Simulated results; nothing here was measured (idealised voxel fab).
process module | voxel fin reveal
cross-section cut | 250 nm wide | cells 5 nm
A cross-section is a grid of square cells, given in bands from the top down. A band is one or more rows of cells.
Each band's line starts with the height of the band's top and of its bottom, in nm. Then come its materials from left to right, each with its width in nm. One material with "throughout" fills the band from edge to edge. "air" is empty space.
Height 0 is the level under which the wafer as received is all one material. The lowest band goes on downwards, as in "0 down".
A width such as "30 to 40" changes by the same amount from each row of cells to the next, from the band's top row to its bottom row.
"no change" after a step means that no cell of the cross-section changed.
closed voids: empty space of 8 cells or more with no open way to the top, each as width x height at its distance from the left edge, in nm
after a step's settings: what the simulator itself notes on the step
overlay nm, on a step with a mask: how far to the right of its planned place the mask lay; to the left if negative
plan
1 op RECEIVE | material Si
2 op CONFORMAL_DEP | material SiN | thk nm 10
3 op DIRECTIONAL_DEP | material aC | thk nm 15
4 op PATTERN | tone cover | mask id FINS | material resist | width nm 15 | pitch nm 40 | thk nm 35 | overlay nm 0
5 op DIRECTIONAL_ETCH | etch materials aC | depth nm 15
6 op STRIP | etch materials resist
7 op DIRECTIONAL_ETCH | etch materials SiN | depth nm 10
8 op DIRECTIONAL_ETCH | etch materials Si | depth nm 30
9 op STRIP | etch materials aC
10 op OXIDIZE | depth nm 5
11 op FILL_DEP | material SiO2 | thk nm 5
12 op CMP | height nm 10
13 op SELECTIVE_ETCH | etch materials SiO2 | depth nm 30
14 op STRIP | etch materials SiN
15 op CONFORMAL_DEP | material SiO2 | thk nm 5
as received, after step 1
  0 down: Si throughout
  closed voids: none
first wafer at the end, as planned
  5 to 0: air 75 | SiO2 15 | air 25 | SiO2 15 | air 25 | SiO2 15 | air 80
  0 to -15: air 75 | SiO2 5 | Si 5 | SiO2 5 | air 25 | SiO2 5 | Si 5 | SiO2 5 | air 25 | SiO2 5 | Si 5 | SiO2 5 | air 80
  -15 to -35: SiO2 80 | Si 5 | SiO2 35 | Si 5 | SiO2 35 | Si 5 | SiO2 85
  -35 down: Si throughout
  closed voids: none
second wafer at the end: like start, like plan, one mistake
  5 to 0: air 75 | SiO2 15 | air 25 | SiO2 15 | air 25 | SiO2 15 | air 80
  0 to -15: air 75 | SiO2 5 | Si 5 | SiO2 5 | air 25 | SiO2 5 | Si 5 | SiO2 5 | air 25 | SiO2 5 | Si 5 | SiO2 5 | air 80
  -15 to -25: SiO2 50 | air 25 | SiO2 5 | Si 5 | SiO2 5 | air 25 | SiO2 5 | Si 5 | SiO2 5 | air 25 | SiO2 5 | Si 5 | SiO2 5 | air 25 | SiO2 55
  -25 to -35: SiO2 80 | Si 5 | SiO2 35 | Si 5 | SiO2 35 | Si 5 | SiO2 85
  -35 down: Si throughout
  closed voids: none
what went wrong: steps 13 and 14 were swapped
at the end the second wafer has, in cells: 40 fewer of SiO2
